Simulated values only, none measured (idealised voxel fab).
This is a process module. Its name is voxel double patterning.
Section shown: cut. Width: 240 nm. Cell size: 5 nm, square.
When this document writes out a cross-section, it uses a grid of square cells and lists it as bands, beginning at the top and moving down, with a band standing for one or more rows of cells.
Band entry format. Leading values: height of top, height of bottom, nm. Remainder: materials in left-to-right order, each with its width in nm. Special words: "everywhere" on a single material, which then fills the band edge to edge; "empty", empty space.
For the purposes of this specification, 0 denotes the height below which the wafer in its as-received condition is composed wholly of one material, and the lowermost band, lacking a lower limit, extends downward without end, as expressed in "0 -> down".
The expression "30..40" gives the width at the extremes of the band, the first number at its top row of cells and the second at its bottom row, with the width changing by equal amounts from each row to the next in between.
It should be understood that the words "all unchanged", when stated for a given step, signify that the cross-section underwent no change in any of its cells during that step.
If an empty space has no open way to the top and is at least 8 cells in size, "closed voids" lists it, written width x height at distance, where distance is measured from the left edge and every value is in nm.
Heads up: the bit after the settings on a step's line is the simulator's remark on that step.
overlay nm: where the mask lay relative to plan, measured to the right, on steps with a mask; negatives go left.
[Planned step list for the process]
1,op RECEIVE | material Si
2,op CONFORMAL_DEP | material SiO2 | thk nm 10
3,op DIRECTIONAL_DEP | material W | thk nm 15
4,op DIRECTIONAL_DEP | material SiCN | thk nm 5
5,op PATTERN | tone open | mask id FIRST | material resist | width nm 15 | pitch nm 50 | thk nm 15 | overlay nm 0
6,op DIRECTIONAL_ETCH | etch materials SiCN | depth nm 5
7,op STRIP | etch materials resist
8,op DIRECTIONAL_DEP | material aC | thk nm 10
9,op PATTERN | tone open | mask id SECOND | material resist | width nm 15 | thk nm 30 | overlay nm 0
10,op DIRECTIONAL_ETCH | etch materials aC | depth nm 10
11,op STRIP | etch materials resist
12,op DIRECTIONAL_ETCH | etch materials SiCN | depth nm 5
13,op STRIP | etch materials aC
14,op DIRECTIONAL_ETCH | etch materials W | depth nm 15
15,op STRIP | etch materials SiCN
[What follows covers the first of two wafers; it ran as planned]
[Cross-section of the wafer at receipt, which is the condition after step 1]
> 0 -> down: Si everywhere
> closed voids: none
[Cross-section of the wafer after step 2]
> 10 -> 0: SiO2 everywhere
> Nothing below the height 0 has changed.
[Cross-section of the wafer after step 3]
> 25 -> 10: W everywhere
> Nothing below the height 10 has changed.
[Cross-section of the wafer after step 4]
> 30 -> 25: SiCN everywhere
> Nothing below the height 25 has changed.
[Cross-section of the wafer after step 5]
> 45 -> 30: 85 resist / 15 empty / 35 resist / 15 empty / 90 resist
> Nothing below the height 30 has changed.
[Cross-section of the wafer after step 6]
> 45 -> 30: 85 resist / 15 empty / 35 resist / 15 empty / 90 resist
> 30 -> 25: 85 SiCN / 15 empty / 35 SiCN / 15 empty / 90 SiCN
> Nothing below the height 25 has changed.
[Cross-section of the wafer after step 7]
> 30 -> 25: 85 SiCN / 15 empty / 35 SiCN / 15 empty / 90 SiCN
> Nothing below the height 25 has changed.
[Cross-section of the wafer after step 8]
> 40 -> 35: 85 aC / 15 empty / 35 aC / 15 empty / 90 aC
> 35 -> 30: aC everywhere
> 30 -> 25: 85 SiCN / 15 aC / 35 SiCN / 15 aC / 90 SiCN
> Nothing below the height 25 has changed.
[Cross-section of the wafer after step 9]
> 70 -> 40: 110 resist / 15 empty / 115 resist
> 40 -> 35: 85 aC / 15 resist / 35 aC / 15 resist / 90 aC
> Nothing below the height 35 has changed.
[Cross-section of the wafer after step 10]
> 60 -> 40: 110 resist / 15 empty / 115 resist
> 40 -> 35: 85 aC / 15 resist / 10 aC / 15 empty / 10 aC / 15 resist / 90 aC
> 35 -> 30: 110 aC / 15 empty / 115 aC
> Nothing below the height 30 has changed.
[Cross-section of the wafer after step 11]
> 40 -> 35: 85 aC / 15 empty / 10 aC / 15 empty / 10 aC / 15 empty / 90 aC
> Nothing below the height 35 has changed.
[Cross-section of the wafer after step 12]
> 40 -> 35: 85 aC / 15 empty / 10 aC / 15 empty / 10 aC / 15 empty / 90 aC
> 35 -> 30: 110 aC / 15 empty / 115 aC
> 30 -> 25: 85 SiCN / 15 aC / 10 SiCN / 15 empty / 10 SiCN / 15 aC / 90 SiCN
> Nothing below the height 25 has changed.
[Cross-section of the wafer after step 13]
> 30 -> 25: 85 SiCN / 15 empty / 10 SiCN / 15 empty / 10 SiCN / 15 empty / 90 SiCN
> Nothing below the height 25 has changed.
[Cross-section of the wafer after step 14]
> 30 -> 25: 85 SiCN / 15 empty / 10 SiCN / 15 empty / 10 SiCN / 15 empty / 90 SiCN
> 25 -> 10: 85 W / 15 empty / 10 W / 15 empty / 10 W / 15 empty / 90 W
> Nothing below the height 10 has changed.
[Cross-section of the wafer after step 15]
> 25 -> 10: 85 W / 15 empty / 10 W / 15 empty / 10 W / 15 empty / 90 W
> Nothing below the height 10 has changed.
[Companion wafer, the second of two: same beginning, same intended sequence, one mistake in carrying it out; through step 2 inclusive it tracks the first exactly]
[Second wafer at the planned finish of step 3, seen in cross-section]
> 30 -> 10: W everywhere
> Nothing below the height 10 has changed.
[Second wafer at the planned finish of step 4, seen in cross-section]
> 35 -> 30: SiCN everywhere
> Nothing below the height 30 has changed.
[Second wafer at the planned finish of step 5, seen in cross-section]
> 50 -> 35: 85 resist / 15 empty / 35 resist / 15 empty / 90 resist
> Nothing below the height 35 has changed.
[Second wafer at the planned finish of step 6, seen in cross-section]
> 50 -> 35: 85 resist / 15 empty / 35 resist / 15 empty / 90 resist
> 35 -> 30: 85 SiCN / 15 empty / 35 SiCN / 15 empty / 90 SiCN
> Nothing below the height 30 has changed.
[Second wafer at the planned finish of step 7, seen in cross-section]
> 35 -> 30: 85 SiCN / 15 empty / 35 SiCN / 15 empty / 90 SiCN
> Nothing below the height 30 has changed.
[Second wafer at the planned finish of step 8, seen in cross-section]
> 45 -> 40: 85 aC / 15 empty / 35 aC / 15 empty / 90 aC
> 40 -> 35: aC everywhere
> 35 -> 30: 85 SiCN / 15 aC / 35 SiCN / 15 aC / 90 SiCN
> Nothing below the height 30 has changed.
[Second wafer at the planned finish of step 9, seen in cross-section]
> 75 -> 45: 110 resist / 15 empty / 115 resist
> 45 -> 40: 85 aC / 15 resist / 35 aC / 15 resist / 90 aC
> Nothing below the height 40 has changed.
[Second wafer at the planned finish of step 10, seen in cross-section]
> 65 -> 45: 110 resist / 15 empty / 115 resist
> 45 -> 40: 85 aC / 15 resist / 10 aC / 15 empty / 10 aC / 15 resist / 90 aC
> 40 -> 35: 110 aC / 15 empty / 115 aC
> Nothing below the height 35 has changed.
[Second wafer at the planned finish of step 11, seen in cross-section]
> 45 -> 40: 85 aC / 15 empty / 10 aC / 15 empty / 10 aC / 15 empty / 90 aC
> Nothing below the height 40 has changed.
[Second wafer at the planned finish of step 12, seen in cross-section]
> 45 -> 40: 85 aC / 15 empty / 10 aC / 15 empty / 10 aC / 15 empty / 90 aC
> 40 -> 35: 110 aC / 15 empty / 115 aC
> 35 -> 30: 85 SiCN / 15 aC / 10 SiCN / 15 empty / 10 SiCN / 15 aC / 90 SiCN
> Nothing below the height 30 has changed.
[Second wafer at the planned finish of step 13, seen in cross-section]
> 35 -> 30: 85 SiCN / 15 empty / 10 SiCN / 15 empty / 10 SiCN / 15 empty / 90 SiCN
> Nothing below the height 30 has changed.
[Second wafer at the planned finish of step 14, seen in cross-section]
> 35 -> 30: 85 SiCN / 15 empty / 10 SiCN / 15 empty / 10 SiCN / 15 empty / 90 SiCN
> 30 -> 15: 85 W / 15 empty / 10 W / 15 empty / 10 W / 15 empty / 90 W
> Nothing below the height 15 has changed.
[Second wafer at the planned finish of step 15, seen in cross-section]
> 30 -> 15: 85 W / 15 empty / 10 W / 15 empty / 10 W / 15 empty / 90 W
> Nothing below the height 15 has changed.
what went wrong: step 3 did not use the planned setting and instead ran as op DIRECTIONAL_DEP | material W | thk nm 20
at the end the second wafer has, in cells: W +48
